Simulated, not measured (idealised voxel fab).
process module | voxel transistor to metal
Cross-section cut spans 185 nm and uses square cells 5 nm in size.
Format of a cross-section: grid, square cells. Given as bands. Order: top down. Band: one or more rows of cells. Band: top and bottom heights (nm) first, top before bottom; then materials from left to right, widths in nm. "full width" marks a sole material filling the band edge to edge. "air" denotes empty space. The reference from which all heights are counted is 0, the level beneath which the as-received wafer is entirely one material; the lowest band, having no lower bound, proceeds downward and is written after the example "from 0 down". Think of "30 to 40" as a width that walks from the first number to the second as you go down the band, top row to bottom row, taking equal-sized steps from row to row. Reading "left unchanged" for a step: not a cell of the cross-section changed in it. Voids not open to the top, 8 cells minimum: see "Sealed internal cavities". Written width x height at distance; distance is from the left edge; nm. Where a step's line continues beyond its settings, the continuation is a remark by the simulator itself on that step. The "overlay nm" setting may appear on a step's line; for a step that uses a mask, it gives how far to the right of its planned position the mask lay, and a negative value indicates the left. How should the pairs below be read? Each gives the cross-section before one process step and the cross-section after it, the latter drawn only to the lowest band that changed; the step that lies between them, with its settings, appears under the pair. Does a pair pick up where the pair above left off? Only where its entry headed "Preceding state" says so, since pairs can come from different runs of this module on the same starting wafer.
Preceding state:
- from 40 to 30: 35 aC, then 20 air, then 70 aC, then 20 air, then 40 aC
- from 30 to 20: SiO2 full width
- from 20 to 15: 65 SiO2, then 5 SiN, then 5 TiN, then 5 HfO2, then 20 W, then 5 HfO2, then 5 TiN, then 5 SiN, then 70 SiO2
- from 15 to 5: 45 SiO2, then 20 SiGe, then 5 SiN, then 5 TiN, then 5 HfO2, then 20 W, then 5 HfO2, then 5 TiN, then 5 SiN, then 20 SiGe, then 50 SiO2
- from 5 to 0: 45 SiO2, then 20 SiGe, then 5 SiN, then 5 TiN, then 30 HfO2, then 5 TiN, then 5 SiN, then 20 SiGe, then 50 SiO2
- from 0 to -5: 30 SiO2, then 35 SiGe, then 5 SiO2, then 40 TiN, then 5 SiO2, then 35 SiGe, then 35 SiO2
- from -5 to -20: 35 SiO2, then 30 SiGe, then 50 Si, then 30 SiGe, then 40 SiO2
- from -20 to -25: 35 SiO2, then 110 Si, then 40 SiO2
- from -25 down: Si full width
- Sealed internal cavities: none
Result of Step:
- from 40 to 30: 35 aC, then 20 air, then 70 aC, then 20 air, then 40 aC
- from 30 to 20: 35 SiO2, then 20 air, then 70 SiO2, then 20 air, then 40 SiO2
- from 20 to 15: 35 SiO2, then 20 air, then 10 SiO2, then 5 SiN, then 5 TiN, then 5 HfO2, then 20 W, then 5 HfO2, then 5 TiN, then 5 SiN, then 10 SiO2, then 20 air, then 40 SiO2
- from 15 to 5: 35 SiO2, then 10 air, then 20 SiGe, then 5 SiN, then 5 TiN, then 5 HfO2, then 20 W, then 5 HfO2, then 5 TiN, then 5 SiN, then 20 SiGe, then 10 air, then 40 SiO2
- from 5 to 0: 35 SiO2, then 10 air, then 20 SiGe, then 5 SiN, then 5 TiN, then 30 HfO2, then 5 TiN, then 5 SiN, then 20 SiGe, then 10 air, then 40 SiO2
- Anything lower than 0 is untouched.
- Sealed internal cavities: none
the step between: DIRECTIONAL_ETCH with etch materials SiO2, depth nm 30
Preceding state: The pre-step condition corresponds to the post-step cross-section depicted in the pair directly above.
Result of Step:
- from 30 to 20: 35 SiO2, then 20 air, then 70 SiO2, then 20 air, then 40 SiO2
- Anything lower than 20 is untouched.
- Sealed internal cavities: none
the step between: STRIP with etch materials aC
Preceding state: The pre-step condition corresponds to the post-step cross-section depicted in the pair directly above.
Result of Step:
- from 35 to 30: 40 TiN, then 10 air, then 80 TiN, then 10 air, then 45 TiN
- from 30 to 20: 35 SiO2, then 5 TiN, then 10 air, then 5 TiN, then 70 SiO2, then 5 TiN, then 10 air, then 5 TiN, then 40 SiO2
- from 20 to 15: 35 SiO2, then 20 TiN, then 10 SiO2, then 5 SiN, then 5 TiN, then 5 HfO2, then 20 W, then 5 HfO2, then 5 TiN, then 5 SiN, then 10 SiO2, then 20 TiN, then 40 SiO2
- from 15 to 5: 35 SiO2, then 10 TiN, then 20 SiGe, then 5 SiN, then 5 TiN, then 5 HfO2, then 20 W, then 5 HfO2, then 5 TiN, then 5 SiN, then 20 SiGe, then 10 TiN, then 40 SiO2
- from 5 to 0: 35 SiO2, then 10 TiN, then 20 SiGe, then 5 SiN, then 5 TiN, then 30 HfO2, then 5 TiN, then 5 SiN, then 20 SiGe, then 10 TiN, then 40 SiO2
- Anything lower than 0 is untouched.
- Sealed internal cavities: none
the step between: CONFORMAL_DEP with material TiN, thk nm 5
Preceding state: The pre-step condition corresponds to the post-step cross-section depicted in the pair directly above.
Result of Step:
- from 40 to 35: Ru full width
- from 35 to 30: 40 TiN, then 10 Ru, then 80 TiN, then 10 Ru, then 45 TiN
- from 30 to 20: 35 SiO2, then 5 TiN, then 10 Ru, then 5 TiN, then 70 SiO2, then 5 TiN, then 10 Ru, then 5 TiN, then 40 SiO2
- Anything lower than 20 is untouched.
- Sealed internal cavities: none
the step between: FILL_DEP with material Ru, thk nm 5
Preceding state: The pre-step condition corresponds to the post-step cross-section depicted in the pair directly above.
Result of Step:
- from 30 to 20: 35 SiO2, then 5 TiN, then 10 Ru, then 5 TiN, then 70 SiO2, then 5 TiN, then 10 Ru, then 5 TiN, then 40 SiO2
- Anything lower than 20 is untouched.
- Sealed internal cavities: none
the step between: CMP with height nm 30
Preceding state: The pre-step condition corresponds to the post-step cross-section depicted in the pair directly above.
Result of Step:
- from 35 to 30: SiCN full width
- Anything lower than 30 is untouched.
- Sealed internal cavities: none
the step between: CONFORMAL_DEP with material SiCN, thk nm 5
Preceding state: The pre-step condition corresponds to the post-step cross-section depicted in the pair directly above.
Result of Step:
- from 60 to 35: lowk full width
- Anything lower than 35 is untouched.
- Sealed internal cavities: none
the step between: DIRECTIONAL_DEP with material lowk, thk nm 25
Preceding state: The pre-step condition corresponds to the post-step cross-section depicted in the pair directly above.
Result of Step:
- from 75 to 60: aC full width
- Anything lower than 60 is untouched.
- Sealed internal cavities: none
the step between: DIRECTIONAL_DEP with material aC, thk nm 15
Preceding state: The pre-step condition corresponds to the post-step cross-section depicted in the pair directly above.
Result of Step:
- from 110 to 75: 35 resist, then 20 air, then 70 resist, then 20 air, then 40 resist
- Anything lower than 75 is untouched.
- Sealed internal cavities: none
the step between: PATTERN with tone open, mask id METAL_1, material resist, width nm 20, pitch nm 90, thk nm 35, overlay nm 0
Preceding state: The pre-step condition corresponds to the post-step cross-section depicted in the pair directly above.
Result of Step:
- from 95 to 75: 35 resist, then 20 air, then 70 resist, then 20 air, then 40 resist
- from 75 to 60: 35 aC, then 20 air, then 70 aC, then 20 air, then 40 aC
- Anything lower than 60 is untouched.
- Sealed internal cavities: none
the step between: DIRECTIONAL_ETCH with etch materials aC, depth nm 15
Preceding state: The pre-step condition corresponds to the post-step cross-section depicted in the pair directly above.
Result of Step:
- from 75 to 60: 35 aC, then 20 air, then 70 aC, then 20 air, then 40 aC
- Anything lower than 60 is untouched.
- Sealed internal cavities: none
the step between: STRIP with etch materials resist
Preceding state: The pre-step condition corresponds to the post-step cross-section depicted in the pair directly above.
Result of Step:
- from 75 to 60: 35 aC, then 20 air, then 70 aC, then 20 air, then 40 aC
- from 60 to 35: 35 lowk, then 20 air, then 70 lowk, then 20 air, then 40 lowk
- Anything lower than 35 is untouched.
- Sealed internal cavities: none
the step between: DIRECTIONAL_ETCH with etch materials lowk, depth nm 25
Preceding state: The pre-step condition corresponds to the post-step cross-section depicted in the pair directly above.
Result of Step:
- from 75 to 60: 35 aC, then 20 air, then 70 aC, then 20 air, then 40 aC
- from 60 to 35: 35 lowk, then 20 air, then 70 lowk, then 20 air, then 40 lowk
- from 35 to 30: 35 SiCN, then 20 air, then 70 SiCN, then 20 air, then 40 SiCN
- Anything lower than 30 is untouched.
- Sealed internal cavities: none
the step between: DIRECTIONAL_ETCH with etch materials SiCN, depth nm 5
Preceding state: The pre-step condition corresponds to the post-step cross-section depicted in the pair directly above.
Result of Step:
- from 60 to 35: 35 lowk, then 20 air, then 70 lowk, then 20 air, then 40 lowk
- Anything lower than 35 is untouched.
- Sealed internal cavities: none
the step between: STRIP with etch materials aC
Preceding state: The pre-step condition corresponds to the post-step cross-section depicted in the pair directly above.
Result of Step:
- from 65 to 60: 40 TiN, then 10 air, then 80 TiN, then 10 air, then 45 TiN
- from 60 to 35: 35 lowk, then 5 TiN, then 10 air, then 5 TiN, then 70 lowk, then 5 TiN, then 10 air, then 5 TiN, then 40 lowk
- from 35 to 30: 35 SiCN, then 20 TiN, then 70 SiCN, then 20 TiN, then 40 SiCN
- Anything lower than 30 is untouched.
- Sealed internal cavities: none
the step between: CONFORMAL_DEP with material TiN, thk nm 5
Preceding state: The pre-step condition corresponds to the post-step cross-section depicted in the pair directly above.
Result of Step:
- from 70 to 65: Ru full width
- from 65 to 60: 40 TiN, then 10 Ru, then 80 TiN, then 10 Ru, then 45 TiN
- from 60 to 35: 35 lowk, then 5 TiN, then 10 Ru, then 5 TiN, then 70 lowk, then 5 TiN, then 10 Ru, then 5 TiN, then 40 lowk
- Anything lower than 35 is untouched.
- Sealed internal cavities: none
the step between: FILL_DEP with material Ru, thk nm 5
Preceding state: The pre-step condition corresponds to the post-step cross-section depicted in the pair directly above.
Result of Step:
- from 60 to 35: 35 lowk, then 5 TiN, then 10 Ru, then 5 TiN, then 70 lowk, then 5 TiN, then 10 Ru, then 5 TiN, then 40 lowk
- Anything lower than 35 is untouched.
- Sealed internal cavities: none
the step between: CMP with height nm 60
Preceding state: The pre-step condition corresponds to the post-step cross-section depicted in the pair directly above.
Result of Step:
- from 65 to 60: SiCN full width
- Anything lower than 60 is untouched.
- Sealed internal cavities: none
the step between: CONFORMAL_DEP with material SiCN, thk nm 5
Preceding state:
- from 45 to 35: SiO2 full width
- from 35 to 25: 65 SiO2, then 5 SiN, then 5 SiO2, then 30 SiCN, then 5 SiO2, then 5 SiN, then 70 SiO2
- from 25 to 15: 65 SiO2, then 5 SiN, then 5 SiO2, then 30 polySi, then 5 SiO2, then 5 SiN, then 70 SiO2
- from 15 to 0: 45 SiO2, then 20 SiGe, then 5 SiN, then 5 SiO2, then 30 polySi, then 5 SiO2, then 5 SiN, then 20 SiGe, then 50 SiO2
- from 0 to -5: 30 SiO2, then 35 SiGe, then 50 SiO2, then 35 SiGe, then 35 SiO2
- from -5 to -20: 35 SiO2, then 30 SiGe, then 50 Si, then 30 SiGe, then 40 SiO2
- from -20 to -25: 35 SiO2, then 110 Si, then 40 SiO2
- from -25 down: Si full width
- Sealed internal cavities: none
Result of Step:
- from 15 to 0: 45 SiO2, then 20 SiGe, then 5 SiN, then 5 SiO2, then 30 polySi, then 5 SiO2, then 5 SiN, then 20 SiGe, then 50 SiO2
- Anything lower than 0 is untouched.
- Sealed internal cavities: none
the step between: CMP with height nm 15
Preceding state: The pre-step condition corresponds to the post-step cross-section depicted in the pair directly above.
Result of Step:
- from 15 to 0: 45 SiO2, then 20 SiGe, then 5 SiN, then 5 SiO2, then 30 air, then 5 SiO2, then 5 SiN, then 20 SiGe, then 50 SiO2
- Anything lower than 0 is untouched.
- Sealed internal cavities: none
the step between: STRIP with etch materials polySi
Preceding state: The pre-step condition corresponds to the post-step cross-section depicted in the pair directly above.
Result of Step:
- from 15 to 10: 45 air, then 20 SiGe, then 5 SiN, then 40 air, then 5 SiN, then 20 SiGe, then 50 air
- from 10 to 0: 45 SiO2, then 20 SiGe, then 5 SiN, then 40 air, then 5 SiN, then 20 SiGe, then 50 SiO2
- from 0 to -5: 30 SiO2, then 35 SiGe, then 5 SiO2, then 40 air, then 5 SiO2, then 35 SiGe, then 35 SiO2
- Anything lower than -5 is untouched.
- Sealed internal cavities: none
the step between: SELECTIVE_ETCH with etch materials SiO2, depth nm 5
Preceding state: The pre-step condition corresponds to the post-step cross-section depicted in the pair directly above.
Result of Step:
- from 20 to 15: 40 air, then 35 HfO2, then 30 air, then 35 HfO2, then 45 air
- from 15 to 10: 45 HfO2, then 20 SiGe, then 5 SiN, then 5 HfO2, then 30 air, then 5 HfO2, then 5 SiN, then 20 SiGe, then 50 HfO2
- from 10 to 0: 45 SiO2, then 20 SiGe, then 5 SiN, then 5 HfO2, then 30 air, then 5 HfO2, then 5 SiN, then 20 SiGe, then 50 SiO2
- from 0 to -5: 30 SiO2, then 35 SiGe, then 5 SiO2, then 40 HfO2, then 5 SiO2, then 35 SiGe, then 35 SiO2
- Anything lower than -5 is untouched.
- Sealed internal cavities: none
the step between: CONFORMAL_DEP with material HfO2, thk nm 5
Preceding state: The pre-step condition corresponds to the post-step cross-section depicted in the pair directly above.
Result of Step:
- from 25 to 20: 35 air, then 45 TiN, then 20 air, then 45 TiN, then 40 air
- from 20 to 15: 40 TiN, then 35 HfO2, then 5 TiN, then 20 air, then 5 TiN, then 35 HfO2, then 45 TiN
- from 15 to 10: 45 HfO2, then 20 SiGe, then 5 SiN, then 5 HfO2, then 5 TiN, then 20 air, then 5 TiN, then 5 HfO2, then 5 SiN, then 20 SiGe, then 50 HfO2
- from 10 to 5: 45 SiO2, then 20 SiGe, then 5 SiN, then 5 HfO2, then 5 TiN, then 20 air, then 5 TiN, then 5 HfO2, then 5 SiN, then 20 SiGe, then 50 SiO2
- from 5 to 0: 45 SiO2, then 20 SiGe, then 5 SiN, then 5 HfO2, then 30 TiN, then 5 HfO2, then 5 SiN, then 20 SiGe, then 50 SiO2
- Anything lower than 0 is untouched.
- Sealed internal cavities: none
the step between: CONFORMAL_DEP with material TiN, thk nm 5
Preceding state: The pre-step condition corresponds to the post-step cross-section depicted in the pair directly above.
Result of Step:
- from 35 to 25: W full width
- from 25 to 20: 35 W, then 45 TiN, then 20 W, then 45 TiN, then 40 W
- from 20 to 15: 40 TiN, then 35 HfO2, then 5 TiN, then 20 W, then 5 TiN, then 35 HfO2, then 45 TiN
- from 15 to 10: 45 HfO2, then 20 SiGe, then 5 SiN, then 5 HfO2, then 5 TiN, then 20 W, then 5 TiN, then 5 HfO2, then 5 SiN, then 20 SiGe, then 50 HfO2
- from 10 to 5: 45 SiO2, then 20 SiGe, then 5 SiN, then 5 HfO2, then 5 TiN, then 20 W, then 5 TiN, then 5 HfO2, then 5 SiN, then 20 SiGe, then 50 SiO2
- Anything lower than 5 is untouched.
- Sealed internal cavities: none
the step between: FILL_DEP with material W, thk nm 10
Preceding state: The pre-step condition corresponds to the post-step cross-section depicted in the pair directly above.
Result of Step:
- from 20 to 15: 40 TiN, then 35 HfO2, then 5 TiN, then 20 W, then 5 TiN, then 35 HfO2, then 45 TiN
- Anything lower than 15 is untouched.
- Sealed internal cavities: none
the step between: CMP with height nm 20
Preceding state: The pre-step condition corresponds to the post-step cross-section depicted in the pair directly above.
Result of Step:
- from 30 to 20: SiO2 full width
- Anything lower than 20 is untouched.
- Sealed internal cavities: none
the step between: DIRECTIONAL_DEP with material SiO2, thk nm 10
Preceding state: The pre-step condition corresponds to the post-step cross-section depicted in the pair directly above.
Result of Step:
- from 40 to 30: aC full width
- Anything lower than 30 is untouched.
- Sealed internal cavities: none
the step between: DIRECTIONAL_DEP with material aC, thk nm 10
Preceding state: The pre-step condition corresponds to the post-step cross-section depicted in the pair directly above.
Result of Step:
- from 65 to 40: 35 resist, then 20 air, then 70 resist, then 20 air, then 40 resist
- Anything lower than 40 is untouched.
- Sealed internal cavities: none
the step between: PATTERN with tone open, mask id CONTACT, material resist, width nm 20, pitch nm 90, thk nm 25, overlay nm 0
Preceding state: The pre-step condition corresponds to the post-step cross-section depicted in the pair directly above.
Result of Step:
- from 55 to 40: 35 resist, then 20 air, then 70 resist, then 20 air, then 40 resist
- from 40 to 30: 35 aC, then 20 air, then 70 aC, then 20 air, then 40 aC
- Anything lower than 30 is untouched.
- Sealed internal cavities: none
the step between: DIRECTIONAL_ETCH with etch materials aC, depth nm 10
Preceding state: The pre-step condition corresponds to the post-step cross-section depicted in the pair directly above.
Result of Step:
- from 40 to 30: 35 aC, then 20 air, then 70 aC, then 20 air, then 40 aC
- Anything lower than 30 is untouched.
- Sealed internal cavities: none
the step between: STRIP with etch materials resist
Preceding state: The pre-step condition corresponds to the post-step cross-section depicted in the pair directly above.
Result of Step:
- from 40 to 30: 35 aC, then 20 air, then 70 aC, then 20 air, then 40 aC
- from 30 to 20: 35 SiO2, then 20 air, then 70 SiO2, then 20 air, then 40 SiO2
- Anything lower than 20 is untouched.
- Sealed internal cavities: none
the step between: DIRECTIONAL_ETCH with etch materials SiO2, depth nm 30
Preceding state: The pre-step condition corresponds to the post-step cross-section depicted in the pair directly above.
Result of Step:
- from 30 to 20: 35 SiO2, then 20 air, then 70 SiO2, then 20 air, then 40 SiO2
- Anything lower than 20 is untouched.
- Sealed internal cavities: none
the step between: STRIP with etch materials aC
Preceding state: The pre-step condition corresponds to the post-step cross-section depicted in the pair directly above.
Result of Step:
- from 35 to 30: 40 TiN, then 10 air, then 80 TiN, then 10 air, then 45 TiN
- from 30 to 25: 35 SiO2, then 5 TiN, then 10 air, then 5 TiN, then 70 SiO2, then 5 TiN, then 10 air, then 5 TiN, then 40 SiO2
- from 25 to 20: 35 SiO2, then 20 TiN, then 70 SiO2, then 20 TiN, then 40 SiO2
- Anything lower than 20 is untouched.
- Sealed internal cavities: none
the step between: CONFORMAL_DEP with material TiN, thk nm 5
Preceding state: The pre-step condition corresponds to the post-step cross-section depicted in the pair directly above.
Result of Step:
- from 40 to 35: Ru full width
- from 35 to 30: 40 TiN, then 10 Ru, then 80 TiN, then 10 Ru, then 45 TiN
- from 30 to 25: 35 SiO2, then 5 TiN, then 10 Ru, then 5 TiN, then 70 SiO2, then 5 TiN, then 10 Ru, then 5 TiN, then 40 SiO2
- Anything lower than 25 is untouched.
- Sealed internal cavities: none
the step between: FILL_DEP with material Ru, thk nm 5
Preceding state: The pre-step condition corresponds to the post-step cross-section depicted in the pair directly above.
Result of Step:
- from 30 to 25: 35 SiO2, then 5 TiN, then 10 Ru, then 5 TiN, then 70 SiO2, then 5 TiN, then 10 Ru, then 5 TiN, then 40 SiO2
- Anything lower than 25 is untouched.
- Sealed internal cavities: none
the step between: CMP with height nm 30
Preceding state: The pre-step condition corresponds to the post-step cross-section depicted in the pair directly above.
Result of Step:
- from 35 to 30: SiCN full width
- Anything lower than 30 is untouched.
- Sealed internal cavities: none
the step between: CONFORMAL_DEP with material SiCN, thk nm 5
Preceding state: The pre-step condition corresponds to the post-step cross-section depicted in the pair directly above.
Result of Step:
- from 60 to 35: lowk full width
- Anything lower than 35 is untouched.
- Sealed internal cavities: none
the step between: DIRECTIONAL_DEP with material lowk, thk nm 25
Preceding state: The pre-step condition corresponds to the post-step cross-section depicted in the pair directly above.
Result of Step:
- from 75 to 60: aC full width
- Anything lower than 60 is untouched.
- Sealed internal cavities: none
the step between: DIRECTIONAL_DEP with material aC, thk nm 15
Preceding state: The pre-step condition corresponds to the post-step cross-section depicted in the pair directly above.
Result of Step:
- from 110 to 75: 35 resist, then 20 air, then 70 resist, then 20 air, then 40 resist
- Anything lower than 75 is untouched.
- Sealed internal cavities: none
the step between: PATTERN with tone open, mask id METAL_1, material resist, width nm 20, pitch nm 90, thk nm 35, overlay nm 0
Preceding state: The pre-step condition corresponds to the post-step cross-section depicted in the pair directly above.
Result of Step:
- from 95 to 75: 35 resist, then 20 air, then 70 resist, then 20 air, then 40 resist
- from 75 to 60: 35 aC, then 20 air, then 70 aC, then 20 air, then 40 aC
- Anything lower than 60 is untouched.
- Sealed internal cavities: none
the step between: DIRECTIONAL_ETCH with etch materials aC, depth nm 15
Preceding state: The pre-step condition corresponds to the post-step cross-section depicted in the pair directly above.
Result of Step:
- from 75 to 60: 35 aC, then 20 air, then 70 aC, then 20 air, then 40 aC
- Anything lower than 60 is untouched.
- Sealed internal cavities: none
the step between: STRIP with etch materials resist
Preceding state: The pre-step condition corresponds to the post-step cross-section depicted in the pair directly above.
Result of Step:
- from 75 to 60: 35 aC, then 20 air, then 70 aC, then 20 air, then 40 aC
- from 60 to 35: 35 lowk, then 20 air, then 70 lowk, then 20 air, then 40 lowk
- Anything lower than 35 is untouched.
- Sealed internal cavities: none
the step between: DIRECTIONAL_ETCH with etch materials lowk, depth nm 25
Preceding state: The pre-step condition corresponds to the post-step cross-section depicted in the pair directly above.
Result of Step:
- from 75 to 60: 35 aC, then 20 air, then 70 aC, then 20 air, then 40 aC
- from 60 to 35: 35 lowk, then 20 air, then 70 lowk, then 20 air, then 40 lowk
- from 35 to 30: 35 SiCN, then 20 air, then 70 SiCN, then 20 air, then 40 SiCN
- Anything lower than 30 is untouched.
- Sealed internal cavities: none
the step between: DIRECTIONAL_ETCH with etch materials SiCN, depth nm 5
Preceding state: The pre-step condition corresponds to the post-step cross-section depicted in the pair directly above.
Result of Step:
- from 60 to 35: 35 lowk, then 20 air, then 70 lowk, then 20 air, then 40 lowk
- Anything lower than 35 is untouched.
- Sealed internal cavities: none
the step between: STRIP with etch materials aC
Preceding state: The pre-step condition corresponds to the post-step cross-section depicted in the pair directly above.
Result of Step:
- from 65 to 60: 40 TiN, then 10 air, then 80 TiN, then 10 air, then 45 TiN
- from 60 to 35: 35 lowk, then 5 TiN, then 10 air, then 5 TiN, then 70 lowk, then 5 TiN, then 10 air, then 5 TiN, then 40 lowk
- from 35 to 30: 35 SiCN, then 20 TiN, then 70 SiCN, then 20 TiN, then 40 SiCN
- Anything lower than 30 is untouched.
- Sealed internal cavities: none
the step between: CONFORMAL_DEP with material TiN, thk nm 5
Preceding state: The pre-step condition corresponds to the post-step cross-section depicted in the pair directly above.
Result of Step:
- from 70 to 65: Ru full width
- from 65 to 60: 40 TiN, then 10 Ru, then 80 TiN, then 10 Ru, then 45 TiN
- from 60 to 35: 35 lowk, then 5 TiN, then 10 Ru, then 5 TiN, then 70 lowk, then 5 TiN, then 10 Ru, then 5 TiN, then 40 lowk
- Anything lower than 35 is untouched.
- Sealed internal cavities: none
the step between: FILL_DEP with material Ru, thk nm 5
Preceding state: The pre-step condition corresponds to the post-step cross-section depicted in the pair directly above.
Result of Step:
- from 60 to 35: 35 lowk, then 5 TiN, then 10 Ru, then 5 TiN, then 70 lowk, then 5 TiN, then 10 Ru, then 5 TiN, then 40 lowk
- Anything lower than 35 is untouched.
- Sealed internal cavities: none
the step between: CMP with height nm 60
Preceding state: The pre-step condition corresponds to the post-step cross-section depicted in the pair directly above.
Result of Step:
- from 65 to 60: SiCN full width
- Anything lower than 60 is untouched.
- Sealed internal cavities: none
the step between: CONFORMAL_DEP with material SiCN, thk nm 5
Preceding state:
- from 75 to 60: aC full width
- from 60 to 35: lowk full width
- from 35 to 30: SiCN full width
- from 30 to 20: 35 SiO2, then 5 TiN, then 10 Ru, then 5 TiN, then 70 SiO2, then 5 TiN, then 10 Ru, then 5 TiN, then 40 SiO2
- from 20 to 15: 35 SiO2, then 20 TiN, then 10 SiO2, then 5 SiN, then 5 HfO2, then 5 TiN, then 20 W, then 5 TiN, then 5 HfO2, then 5 SiN, then 10 SiO2, then 20 TiN, then 40 SiO2
- from 15 to 5: 35 SiO2, then 10 TiN, then 20 SiGe, then 5 SiN, then 5 HfO2, then 5 TiN, then 20 W, then 5 TiN, then 5 HfO2, then 5 SiN, then 20 SiGe, then 10 TiN, then 40 SiO2
- from 5 to 0: 35 SiO2, then 10 TiN, then 20 SiGe, then 5 SiN, then 5 HfO2, then 30 TiN, then 5 HfO2, then 5 SiN, then 20 SiGe, then 10 TiN, then 40 SiO2
- from 0 to -5: 30 SiO2, then 35 SiGe, then 5 SiO2, then 40 HfO2, then 5 SiO2, then 35 SiGe, then 35 SiO2
- from -5 to -20: 35 SiO2, then 30 SiGe, then 50 Si, then 30 SiGe, then 40 SiO2
- from -20 to -25: 35 SiO2, then 110 Si, then 40 SiO2
- from -25 down: Si full width
- Sealed internal cavities: none
Result of Step:
- from 110 to 75: 30 resist, then 30 air, then 60 resist, then 30 air, then 35 resist
- Anything lower than 75 is untouched.
- Sealed internal cavities: none
the step between: PATTERN with tone open, mask id METAL_1, material resist, width nm 30, pitch nm 90, thk nm 35, overlay nm 0
Preceding state: The pre-step condition corresponds to the post-step cross-section depicted in the pair directly above.
Result of Step:
- from 95 to 75: 30 resist, then 30 air, then 60 resist, then 30 air, then 35 resist
- from 75 to 60: 30 aC, then 30 air, then 60 aC, then 30 air, then 35 aC
- Anything lower than 60 is untouched.
- Sealed internal cavities: none
the step between: DIRECTIONAL_ETCH with etch materials aC, depth nm 15
Preceding state: The pre-step condition corresponds to the post-step cross-section depicted in the pair directly above.
Result of Step:
- from 75 to 60: 30 aC, then 30 air, then 60 aC, then 30 air, then 35 aC
- Anything lower than 60 is untouched.
- Sealed internal cavities: none
the step between: STRIP with etch materials resist
Preceding state: The pre-step condition corresponds to the post-step cross-section depicted in the pair directly above.
Result of Step:
- from 75 to 60: 30 aC, then 30 air, then 60 aC, then 30 air, then 35 aC
- from 60 to 35: 30 lowk, then 30 air, then 60 lowk, then 30 air, then 35 lowk
- Anything lower than 35 is untouched.
- Sealed internal cavities: none
the step between: DIRECTIONAL_ETCH with etch materials lowk, depth nm 25
Preceding state: The pre-step condition corresponds to the post-step cross-section depicted in the pair directly above.
Result of Step:
- from 75 to 60: 30 aC, then 30 air, then 60 aC, then 30 air, then 35 aC
- from 60 to 35: 30 lowk, then 30 air, then 60 lowk, then 30 air, then 35 lowk
- from 35 to 30: 30 SiCN, then 30 air, then 60 SiCN, then 30 air, then 35 SiCN
- Anything lower than 30 is untouched.
- Sealed internal cavities: none
the step between: DIRECTIONAL_ETCH with etch materials SiCN, depth nm 5
Preceding state: The pre-step condition corresponds to the post-step cross-section depicted in the pair directly above.
Result of Step:
- from 60 to 35: 30 lowk, then 30 air, then 60 lowk, then 30 air, then 35 lowk
- Anything lower than 35 is untouched.
- Sealed internal cavities: none
the step between: STRIP with etch materials aC
Preceding state: The pre-step condition corresponds to the post-step cross-section depicted in the pair directly above.
Result of Step:
- from 65 to 60: 35 TiN, then 20 air, then 70 TiN, then 20 air, then 40 TiN
- from 60 to 35: 30 lowk, then 5 TiN, then 20 air, then 5 TiN, then 60 lowk, then 5 TiN, then 20 air, then 5 TiN, then 35 lowk
- from 35 to 30: 30 SiCN, then 30 TiN, then 60 SiCN, then 30 TiN, then 35 SiCN
- Anything lower than 30 is untouched.
- Sealed internal cavities: none
the step between: CONFORMAL_DEP with material TiN, thk nm 5
Preceding state: The pre-step condition corresponds to the post-step cross-section depicted in the pair directly above.
Result of Step:
- from 70 to 65: Ru full width
- from 65 to 60: 35 TiN, then 20 Ru, then 70 TiN, then 20 Ru, then 40 TiN
- from 60 to 35: 30 lowk, then 5 TiN, then 20 Ru, then 5 TiN, then 60 lowk, then 5 TiN, then 20 Ru, then 5 TiN, then 35 lowk
- Anything lower than 35 is untouched.
- Sealed internal cavities: none
the step between: FILL_DEP with material Ru, thk nm 5
Preceding state: The pre-step condition corresponds to the post-step cross-section depicted in the pair directly above.
Result of Step:
- from 60 to 35: 30 lowk, then 5 TiN, then 20 Ru, then 5 TiN, then 60 lowk, then 5 TiN, then 20 Ru, then 5 TiN, then 35 lowk
- Anything lower than 35 is untouched.
- Sealed internal cavities: none
the step between: CMP with height nm 60
Preceding state: The pre-step condition corresponds to the post-step cross-section depicted in the pair directly above.
Result of Step:
- from 65 to 60: SiCN full width
- Anything lower than 60 is untouched.
- Sealed internal cavities: none
the step between: CONFORMAL_DEP with material SiCN, thk nm 5
Preceding state:
- from 40 to 30: aC full width
- from 30 to 20: SiO2 full width
- from 20 to 15: 65 SiO2, then 5 SiN, then 5 HfO2, then 5 TiN, then 20 W, then 5 TiN, then 5 HfO2, then 5 SiN, then 70 SiO2
- from 15 to 5: 45 SiO2, then 20 SiGe, then 5 SiN, then 5 HfO2, then 5 TiN, then 20 W, then 5 TiN, then 5 HfO2, then 5 SiN, then 20 SiGe, then 50 SiO2
- from 5 to 0: 45 SiO2, then 20 SiGe, then 5 SiN, then 5 HfO2, then 30 TiN, then 5 HfO2, then 5 SiN, then 20 SiGe, then 50 SiO2
- from 0 to -5: 30 SiO2, then 35 SiGe, then 5 SiO2, then 40 HfO2, then 5 SiO2, then 35 SiGe, then 35 SiO2
- from -5 to -20: 35 SiO2, then 30 SiGe, then 50 Si, then 30 SiGe, then 40 SiO2
- from -20 to -25: 35 SiO2, then 110 Si, then 40 SiO2
- from -25 down: Si full width
- Sealed internal cavities: none
Result of Step:
- from 65 to 40: 40 resist, then 20 air, then 70 resist, then 20 air, then 35 resist
- Anything lower than 40 is untouched.
- Sealed internal cavities: none
the step between: PATTERN with tone open, mask id CONTACT, material resist, width nm 20, pitch nm 90, thk nm 25, overlay nm 5
Preceding state: The pre-step condition corresponds to the post-step cross-section depicted in the pair directly above.
Result of Step:
- from 55 to 40: 40 resist, then 20 air, then 70 resist, then 20 air, then 35 resist
- from 40 to 30: 40 aC, then 20 air, then 70 aC, then 20 air, then 35 aC
- Anything lower than 30 is untouched.
- Sealed internal cavities: none
the step between: DIRECTIONAL_ETCH with etch materials aC, depth nm 10
Preceding state: The pre-step condition corresponds to the post-step cross-section depicted in the pair directly above.
Result of Step:
- from 40 to 30: 40 aC, then 20 air, then 70 aC, then 20 air, then 35 aC
- Anything lower than 30 is untouched.
- Sealed internal cavities: none
the step between: STRIP with etch materials resist
Preceding state: The pre-step condition corresponds to the post-step cross-section depicted in the pair directly above.
Result of Step:
- from 40 to 30: 40 aC, then 20 air, then 70 aC, then 20 air, then 35 aC
- from 30 to 20: 40 SiO2, then 20 air, then 70 SiO2, then 20 air, then 35 SiO2
- from 20 to 15: 40 SiO2, then 20 air, then 5 SiO2, then 5 SiN, then 5 HfO2, then 5 TiN, then 20 W, then 5 TiN, then 5 HfO2, then 5 SiN, then 15 SiO2, then 20 air, then 35 SiO2
- from 15 to 5: 40 SiO2, then 5 air, then 20 SiGe, then 5 SiN, then 5 HfO2, then 5 TiN, then 20 W, then 5 TiN, then 5 HfO2, then 5 SiN, then 20 SiGe, then 15 air, then 35 SiO2
- from 5 to 0: 40 SiO2, then 5 air, then 20 SiGe, then 5 SiN, then 5 HfO2, then 30 TiN, then 5 HfO2, then 5 SiN, then 20 SiGe, then 15 air, then 35 SiO2
- Anything lower than 0 is untouched.
- Sealed internal cavities: none
the step between: DIRECTIONAL_ETCH with etch materials SiO2, depth nm 30
